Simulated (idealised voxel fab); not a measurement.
You're looking at the process module voxel trench capacitor.
Pictured: cross-section cut, 185 nm wide, on a grid of 5 nm square cells.
If you're reading a cross-section in this doc, picture square cells in a grid; it comes to you as bands, top ones listed first down to the bottom, and a band can be one or more rows of cells.
Per band: top height and bottom height in nm, followed by the left-to-right materials and their widths in nm; "everywhere" marks a single material spanning edge to edge, "air" marks empty space.
Convention: height 0 is the level below which the wafer, as received, is all one material. The lowest band does not terminate at the bottom but continues downward, represented as "0..down".
Top row gets the first number, bottom row gets the second, and each row in between changes by the same step: that is how a band width like "30->40" works.
Step note "nothing got changed" = no cross-section cell changed.
Empty spaces without an open route to the top, at least 8 cells in extent, make up the entry "Completely enclosed voids"; each is given as width x height at distance, where the distance is measured from the left edge, and all are in nm.
Read whatever lies past the settings on a step's line as the simulator's own remark about the step.
"overlay nm", when on a step's line for a step with a mask, measures how far to the right of its planned place the mask lay; a negative measure means to the left.
## The following list gives the planned process steps
1) RECEIVE [material Si]
2) CONFORMAL_DEP [material SiN] [thk nm 5]
3) DIRECTIONAL_DEP [material aC] [thk nm 10]
4) PATTERN [tone open] [mask id TRENCH] [material resist] [width nm 20] [pitch nm 45] [thk nm 25] [overlay nm 0]
5) DIRECTIONAL_ETCH [etch materials aC] [depth nm 10]
6) STRIP [etch materials resist]
7) DIRECTIONAL_ETCH [etch materials SiN] [depth nm 5]
8) DIRECTIONAL_ETCH [etch materials Si] [depth nm 40]
9) STRIP [etch materials aC]
10) CONFORMAL_DEP [material Al2O3] [thk nm 5]
11) FILL_DEP [material polySi] [thk nm 10]
12) CMP [height nm 5]
## The cross-section here shows the wafer as received, i.e. in its state after step 1
* 0..down = Si everywhere
* Completely enclosed voids: none
## One mistake in running the module, otherwise start and plan as above: cross-section at the end
* 5..0 = polySi 10; Al2O3 5; SiN 20; Al2O3 5; polySi 15; Al2O3 5; SiN 20; Al2O3 5; polySi 15; Al2O3 5; SiN 20; Al2O3 5; polySi 15; Al2O3 5; SiN 20; Al2O3 5; polySi 10
* 0..-35 = polySi 10; Al2O3 5; Si 20; Al2O3 5; polySi 15; Al2O3 5; Si 20; Al2O3 5; polySi 15; Al2O3 5; Si 20; Al2O3 5; polySi 15; Al2O3 5; Si 20; Al2O3 5; polySi 10
* -35..-40 = Al2O3 15; Si 20; Al2O3 25; Si 20; Al2O3 25; Si 20; Al2O3 25; Si 20; Al2O3 15
* -40..down = Si everywhere
* Completely enclosed voids: none
Against the plan, the run slipped here: step 4 ran with different settings than intended, the actual operation and settings being PATTERN [tone cover] [mask id TRENCH] [material resist] [width nm 20] [pitch nm 45] [thk nm 25] [overlay nm 0]
